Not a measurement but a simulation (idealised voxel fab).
process module | voxel wiring stack
cross-section cut | 255 nm wide | cells 5 nm
A cross-section is a grid of square cells, given in bands from the top down. A band is one or more rows of cells.
Each band's line starts with the height of the band's top and of its bottom, in nm. Then come its materials from left to right, each with its width in nm. One material with "throughout" fills the band from edge to edge. "air" is empty space.
Height 0 is the level under which the wafer as received is all one material. The lowest band goes on downwards, as in "0 down".
A width such as "30 to 40" changes by the same amount from each row of cells to the next, from the band's top row to its bottom row.
"no change" after a step means that no cell of the cross-section changed.
closed voids: empty space of 8 cells or more with no open way to the top, each as width x height at its distance from the left edge, in nm
after a step's settings: what the simulator itself notes on the step
overlay nm, on a step with a mask: how far to the right of its planned place the mask lay; to the left if negative
plan
1 op RECEIVE | material Si
2 op CONFORMAL_DEP | material SiO2 | thk nm 10
3 op CONFORMAL_DEP | material SiCN | thk nm 5
4 op DIRECTIONAL_DEP | material SiO2 | thk nm 15
5 op MASKED_ETCH | tone open | mask id METAL_1 | width nm 20 | pitch nm 50 | etch materials SiO2 | depth nm 15 | overlay nm 0
6 op MASKED_ETCH | tone open | mask id METAL_1 | width nm 20 | pitch nm 50 | etch materials SiCN | depth nm 5 | overlay nm 0
7 op CONFORMAL_DEP | material TiN | thk nm 5
8 op FILL_DEP | material Cu | thk nm 10
9 op CMP | height nm 30
10 op CONFORMAL_DEP | material SiCN | thk nm 5
11 op DIRECTIONAL_DEP | material SiO2 | thk nm 15
12 op MASKED_ETCH | tone open | mask id PLUG_1 | width nm 15 | pitch nm 100 | etch materials SiO2 | depth nm 15 | overlay nm 0
13 op MASKED_ETCH | tone open | mask id PLUG_1 | width nm 15 | pitch nm 100 | etch materials SiCN | depth nm 5 | overlay nm 0
14 op EPI | material Ru | thk nm 10
15 op EPI | material Ru | thk nm 10
16 op DIRECTIONAL_DEP | material TiN | thk nm 5
17 op DIRECTIONAL_DEP | material Ru | thk nm 20
18 op MASKED_ETCH | tone cover | mask id METAL_2 | width nm 20 | pitch nm 50 | etch materials Ru | depth nm 20 | overlay nm 0
19 op MASKED_ETCH | tone cover | mask id METAL_2 | width nm 20 | pitch nm 50 | etch materials TiN | depth nm 5 | overlay nm 0
20 op FILL_DEP | material lowk | thk nm 5
21 op CMP | height nm 75
22 op CONFORMAL_DEP | material SiCN | thk nm 5
first wafer, as planned
as received, after step 1
  0 down: Si throughout
  closed voids: none
after step 2
  10 to 0: SiO2 throughout
  below 0: unchanged
after step 3
  15 to 10: SiCN throughout
  below 10: unchanged
after step 4
  30 to 15: SiO2 throughout
  below 15: unchanged
after step 5
  30 to 15: SiO2 40 | air 20 | SiO2 30 | air 20 | SiO2 30 | air 20 | SiO2 30 | air 20 | SiO2 45
  below 15: unchanged
after step 6
  30 to 15: SiO2 40 | air 20 | SiO2 30 | air 20 | SiO2 30 | air 20 | SiO2 30 | air 20 | SiO2 45
  15 to 10: SiCN 40 | air 20 | SiCN 30 | air 20 | SiCN 30 | air 20 | SiCN 30 | air 20 | SiCN 45
  below 10: unchanged
after step 7
  35 to 30: TiN 45 | air 10 | TiN 40 | air 10 | TiN 40 | air 10 | TiN 40 | air 10 | TiN 50
  30 to 15: SiO2 40 | TiN 5 | air 10 | TiN 5 | SiO2 30 | TiN 5 | air 10 | TiN 5 | SiO2 30 | TiN 5 | air 10 | TiN 5 | SiO2 30 | TiN 5 | air 10 | TiN 5 | SiO2 45
  15 to 10: SiCN 40 | TiN 20 | SiCN 30 | TiN 20 | SiCN 30 | TiN 20 | SiCN 30 | TiN 20 | SiCN 45
  below 10: unchanged
after step 8
  45 to 35: Cu throughout
  35 to 30: TiN 45 | Cu 10 | TiN 40 | Cu 10 | TiN 40 | Cu 10 | TiN 40 | Cu 10 | TiN 50
  30 to 15: SiO2 40 | TiN 5 | Cu 10 | TiN 5 | SiO2 30 | TiN 5 | Cu 10 | TiN 5 | SiO2 30 | TiN 5 | Cu 10 | TiN 5 | SiO2 30 | TiN 5 | Cu 10 | TiN 5 | SiO2 45
  below 15: unchanged
after step 9
  30 to 15: SiO2 40 | TiN 5 | Cu 10 | TiN 5 | SiO2 30 | TiN 5 | Cu 10 | TiN 5 | SiO2 30 | TiN 5 | Cu 10 | TiN 5 | SiO2 30 | TiN 5 | Cu 10 | TiN 5 | SiO2 45
  below 15: unchanged
after step 10
  35 to 30: SiCN throughout
  below 30: unchanged
after step 11
  50 to 35: SiO2 throughout
  below 35: unchanged
after step 12
  50 to 35: SiO2 40 | air 15 | SiO2 85 | air 15 | SiO2 100
  below 35: unchanged
after step 13
  50 to 35: SiO2 40 | air 15 | SiO2 85 | air 15 | SiO2 100
  35 to 30: SiCN 40 | air 15 | SiCN 85 | air 15 | SiCN 100
  below 30: unchanged
after step 14
  50 to 40: SiO2 40 | air 15 | SiO2 85 | air 15 | SiO2 100
  40 to 35: SiO2 40 | Ru 15 | SiO2 85 | Ru 15 | SiO2 100
  35 to 30: SiCN 40 | Ru 15 | SiCN 85 | Ru 15 | SiCN 100
  below 30: unchanged
after step 15
  50 to 35: SiO2 40 | Ru 15 | SiO2 85 | Ru 15 | SiO2 100
  below 35: unchanged
after step 16
  55 to 50: TiN throughout
  below 50: unchanged
after step 17
  75 to 55: Ru throughout
  below 55: unchanged
after step 18
  75 to 55: air 40 | Ru 20 | air 30 | Ru 20 | air 30 | Ru 20 | air 30 | Ru 20 | air 45
  below 55: unchanged
after step 19
  75 to 55: air 40 | Ru 20 | air 30 | Ru 20 | air 30 | Ru 20 | air 30 | Ru 20 | air 45
  55 to 50: air 40 | TiN 20 | air 30 | TiN 20 | air 30 | TiN 20 | air 30 | TiN 20 | air 45
  below 50: unchanged
after step 20
  80 to 75: lowk throughout
  75 to 55: lowk 40 | Ru 20 | lowk 30 | Ru 20 | lowk 30 | Ru 20 | lowk 30 | Ru 20 | lowk 45
  55 to 50: lowk 40 | TiN 20 | lowk 30 | TiN 20 | lowk 30 | TiN 20 | lowk 30 | TiN 20 | lowk 45
  below 50: unchanged
after step 21
  75 to 55: lowk 40 | Ru 20 | lowk 30 | Ru 20 | lowk 30 | Ru 20 | lowk 30 | Ru 20 | lowk 45
  below 55: unchanged
after step 22
  80 to 75: SiCN throughout
  below 75: unchanged
second wafer: like start, like plan, one mistake. Through step 13 it matches the first wafer
when step 15 should have ended
  60 to 50: air 30 | Ru 35 | air 65 | Ru 35 | air 90
  50 to 35: SiO2 40 | Ru 15 | SiO2 85 | Ru 15 | SiO2 100
  35 to 30: SiCN 40 | Ru 15 | SiCN 85 | Ru 15 | SiCN 100
  below 30: unchanged
when step 16 should have ended
  65 to 60: air 30 | TiN 35 | air 65 | TiN 35 | air 90
  60 to 55: air 30 | Ru 35 | air 65 | Ru 35 | air 90
  55 to 50: TiN 30 | Ru 35 | TiN 65 | Ru 35 | TiN 90
  below 50: unchanged
when step 17 should have ended
  85 to 75: air 30 | Ru 35 | air 65 | Ru 35 | air 90
  75 to 65: Ru throughout
  65 to 60: Ru 30 | TiN 35 | Ru 65 | TiN 35 | Ru 90
  60 to 55: Ru throughout
  below 55: unchanged
when step 18 should have ended
  85 to 75: air 40 | Ru 20 | air 80 | Ru 20 | air 95
  75 to 65: air 40 | Ru 20 | air 30 | Ru 20 | air 30 | Ru 20 | air 30 | Ru 20 | air 45
  65 to 60: air 30 | TiN 35 | air 25 | Ru 20 | air 20 | TiN 35 | air 25 | Ru 20 | air 45
  60 to 55: air 30 | Ru 35 | air 25 | Ru 20 | air 20 | Ru 35 | air 25 | Ru 20 | air 45
  below 55: unchanged
when step 19 should have ended
  85 to 75: air 40 | Ru 20 | air 80 | Ru 20 | air 95
  75 to 65: air 40 | Ru 20 | air 30 | Ru 20 | air 30 | Ru 20 | air 30 | Ru 20 | air 45
  65 to 60: air 40 | TiN 20 | air 30 | Ru 20 | air 30 | TiN 20 | air 30 | Ru 20 | air 45
  60 to 55: air 30 | Ru 35 | air 25 | Ru 20 | air 20 | Ru 35 | air 25 | Ru 20 | air 45
  55 to 50: air 30 | Ru 35 | air 25 | TiN 20 | air 20 | Ru 35 | air 25 | TiN 20 | air 45
  below 50: unchanged
when step 20 should have ended
  90 to 85: lowk throughout
  85 to 75: lowk 40 | Ru 20 | lowk 80 | Ru 20 | lowk 95
  75 to 65: lowk 40 | Ru 20 | lowk 30 | Ru 20 | lowk 30 | Ru 20 | lowk 30 | Ru 20 | lowk 45
  65 to 60: lowk 40 | TiN 20 | lowk 30 | Ru 20 | lowk 30 | TiN 20 | lowk 30 | Ru 20 | lowk 45
  60 to 55: lowk 30 | Ru 35 | lowk 25 | Ru 20 | lowk 20 | Ru 35 | lowk 25 | Ru 20 | lowk 45
  55 to 50: lowk 30 | Ru 35 | lowk 25 | TiN 20 | lowk 20 | Ru 35 | lowk 25 | TiN 20 | lowk 45
  below 50: unchanged
when step 21 should have ended
  75 to 65: lowk 40 | Ru 20 | lowk 30 | Ru 20 | lowk 30 | Ru 20 | lowk 30 | Ru 20 | lowk 45
  below 65: unchanged
when step 22 should have ended
  80 to 75: SiCN throughout
  below 75: unchanged
what went wrong: one of the steps 14 and 15, which are alike, was run twice
at the end the second wafer has, in cells: 12 more of Ru | 12 fewer of lowk
